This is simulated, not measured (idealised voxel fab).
process module | voxel double patterning
cross-section cut | 285 nm wide | cells 5 nm
A cross-section is a grid of square cells, given in bands from the top down. A band is one or more rows of cells.
Each band's line starts with the height of the band's top and of its bottom, in nm. Then come its materials from left to right, each with its width in nm. One material with "throughout" fills the band from edge to edge. "air" is empty space.
Height 0 is the level under which the wafer as received is all one material. The lowest band goes on downwards, as in "0 down".
A width such as "30 to 40" changes by the same amount from each row of cells to the next, from the band's top row to its bottom row.
"no change" after a step means that no cell of the cross-section changed.
closed voids: empty space of 8 cells or more with no open way to the top, each as width x height at its distance from the left edge, in nm
after a step's settings: what the simulator itself notes on the step
overlay nm, on a step with a mask: how far to the right of its planned place the mask lay; to the left if negative
plan
1 op RECEIVE | material Si
2 op CONFORMAL_DEP | material SiO2 | thk nm 5
3 op DIRECTIONAL_DEP | material polySi | thk nm 20
4 op DIRECTIONAL_DEP | material SiCN | thk nm 5
5 op MASKED_ETCH | tone open | mask id FIRST | width nm 15 | pitch nm 50 | etch materials SiCN | depth nm 5 | overlay nm 0
6 op MASKED_ETCH | tone open | mask id SECOND | width nm 15 | etch materials SiCN | depth nm 5 | overlay nm 0
7 op DIRECTIONAL_ETCH | etch materials polySi | depth nm 20
8 op STRIP | etch materials SiCN
first wafer, as planned
as received, after step 1
  0 down: Si throughout
  closed voids: none
after step 2
  5 to 0: SiO2 throughout
  below 0: unchanged
after step 3
  25 to 5: polySi throughout
  below 5: unchanged
after step 4
  30 to 25: SiCN throughout
  below 25: unchanged
after step 5
  30 to 25: SiCN 110 | air 15 | SiCN 35 | air 15 | SiCN 110
  below 25: unchanged
after step 6
  30 to 25: SiCN 110 | air 15 | SiCN 10 | air 15 | SiCN 10 | air 15 | SiCN 110
  below 25: unchanged
after step 7
  30 to 25: SiCN 110 | air 15 | SiCN 10 | air 15 | SiCN 10 | air 15 | SiCN 110
  25 to 5: polySi 110 | air 15 | polySi 10 | air 15 | polySi 10 | air 15 | polySi 110
  below 5: unchanged
after step 8
  25 to 5: polySi 110 | air 15 | polySi 10 | air 15 | polySi 10 | air 15 | polySi 110
  below 5: unchanged
second wafer: like start, like plan, one mistake. Through step 2 it matches the first wafer
when step 3 should have ended
  15 to 5: polySi throughout
  below 5: unchanged
when step 4 should have ended
  20 to 15: SiCN throughout
  below 15: unchanged
when step 5 should have ended
  20 to 15: SiCN 110 | air 15 | SiCN 35 | air 15 | SiCN 110
  below 15: unchanged
when step 6 should have ended
  20 to 15: SiCN 110 | air 15 | SiCN 10 | air 15 | SiCN 10 | air 15 | SiCN 110
  below 15: unchanged
when step 7 should have ended
  20 to 15: SiCN 110 | air 15 | SiCN 10 | air 15 | SiCN 10 | air 15 | SiCN 110
  15 to 5: polySi 110 | air 15 | polySi 10 | air 15 | polySi 10 | air 15 | polySi 110
  below 5: unchanged
when step 8 should have ended
  15 to 5: polySi 110 | air 15 | polySi 10 | air 15 | polySi 10 | air 15 | polySi 110
  below 5: unchanged
what went wrong: step 3 ran as: op DIRECTIONAL_DEP | material polySi | thk nm 10
at the end the second wafer has, in cells: 96 fewer of polySi
